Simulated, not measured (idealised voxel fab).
process module | voxel capacitor over wiring
cross-section cut | 160 nm wide | cells 5 nm
A cross-section is a grid of square cells, given in bands from the top down. A band is one or more rows of cells.
Each band's line starts with the height of the band's top and of its bottom, in nm. Then come its materials from left to right, each with its width in nm. One material with "throughout" fills the band from edge to edge. "air" is empty space.
Height 0 is the level under which the wafer as received is all one material. The lowest band goes on downwards, as in "0 down".
A width such as "30 to 40" changes by the same amount from each row of cells to the next, from the band's top row to its bottom row.
"no change" after a step means that no cell of the cross-section changed.
closed voids: empty space of 8 cells or more with no open way to the top, each as width x height at its distance from the left edge, in nm
after a step's settings: what the simulator itself notes on the step
overlay nm, on a step with a mask: how far to the right of its planned place the mask lay; to the left if negative
plan
1 op RECEIVE | material Si
2 op CONFORMAL_DEP | material SiO2 | thk nm 15
3 op DIRECTIONAL_DEP | material TiN | thk nm 5
4 op DIRECTIONAL_DEP | material W | thk nm 20
5 op DIRECTIONAL_DEP | material aC | thk nm 15
6 op PATTERN | tone cover | mask id METAL_1 | material resist | width nm 30 | pitch nm 95 | thk nm 30 | overlay nm 0
7 op DIRECTIONAL_ETCH | etch materials aC | depth nm 15
8 op STRIP | etch materials resist
9 op DIRECTIONAL_ETCH | etch materials W | depth nm 20
10 op DIRECTIONAL_ETCH | etch materials TiN | depth nm 5
11 op STRIP | etch materials aC
12 op FILL_DEP | material lowk | thk nm 10
13 op CMP | height nm 40
14 op CONFORMAL_DEP | material SiCN | thk nm 5
15 op DIRECTIONAL_DEP | material SiO2 | thk nm 20
16 op PATTERN | tone open | mask id PLUG_1 | material resist | width nm 15 | thk nm 15 | overlay nm 0
17 op DIRECTIONAL_ETCH | etch materials SiO2 | depth nm 20
18 op DIRECTIONAL_ETCH | etch materials SiCN | depth nm 5
19 op STRIP | etch materials resist
20 op CONFORMAL_DEP | material TiN | thk nm 5
21 op FILL_DEP | material Cu | thk nm 10
22 op CMP | height nm 65
23 op DIRECTIONAL_DEP | material TiN | thk nm 10
24 op DIRECTIONAL_DEP | material SiN | thk nm 5
25 op DIRECTIONAL_DEP | material TiN | thk nm 5
26 op PATTERN | tone cover | mask id UPPER_PLATE | material resist | width nm 70 | thk nm 15 | overlay nm 0
27 op DIRECTIONAL_ETCH | etch materials TiN | depth nm 5
28 op DIRECTIONAL_ETCH | etch materials SiN | depth nm 5
29 op STRIP | etch materials resist
30 op PATTERN | tone cover | mask id LOWER_PLATE | material resist | width nm 80 | thk nm 15 | overlay nm 0
31 op DIRECTIONAL_ETCH | etch materials TiN | depth nm 10
32 op STRIP | etch materials resist
33 op FILL_DEP | material SiO2 | thk nm 20
34 op CMP | height nm 100
35 op MASKED_ETCH | tone open | mask id PLUG_2 | width nm 15 | etch materials SiO2 | depth nm 15 | overlay nm 0
36 op CONFORMAL_DEP | material TiN | thk nm 5
37 op FILL_DEP | material Ru | thk nm 10
38 op CMP | height nm 100
39 op CONFORMAL_DEP | material SiCN | thk nm 5
as received, after step 1
  0 down: Si throughout
  closed voids: none
a wafer at the end: this start, this plan, one mistake
  105 to 100: SiCN throughout
  100 to 90: SiO2 40 | TiN 5 | Ru 5 | TiN 5 | SiO2 105
  90 to 80: SiO2 40 to 30 | TiN 15 to 70 | SiO2 105 to 60
  80 to 75: SiO2 30 | SiN 70 | SiO2 60
  75 to 65: SiO2 20 | TiN 90 | SiO2 50
  65 to 45: SiO2 30 | TiN 5 | Cu 5 | TiN 5 | SiO2 115
  45 to 40: SiCN 30 | TiN 15 | SiCN 115
  40 to 20: lowk 15 | W 30 | lowk 65 | W 30 | lowk 20
  20 to 15: lowk 15 | TiN 30 | lowk 65 | TiN 30 | lowk 20
  15 to 0: SiO2 throughout
  0 down: Si throughout
  closed voids: none
what went wrong: step 30 ran as: op PATTERN | tone cover | mask id LOWER_PLATE | material resist | width nm 90 | thk nm 15 | overlay nm 0
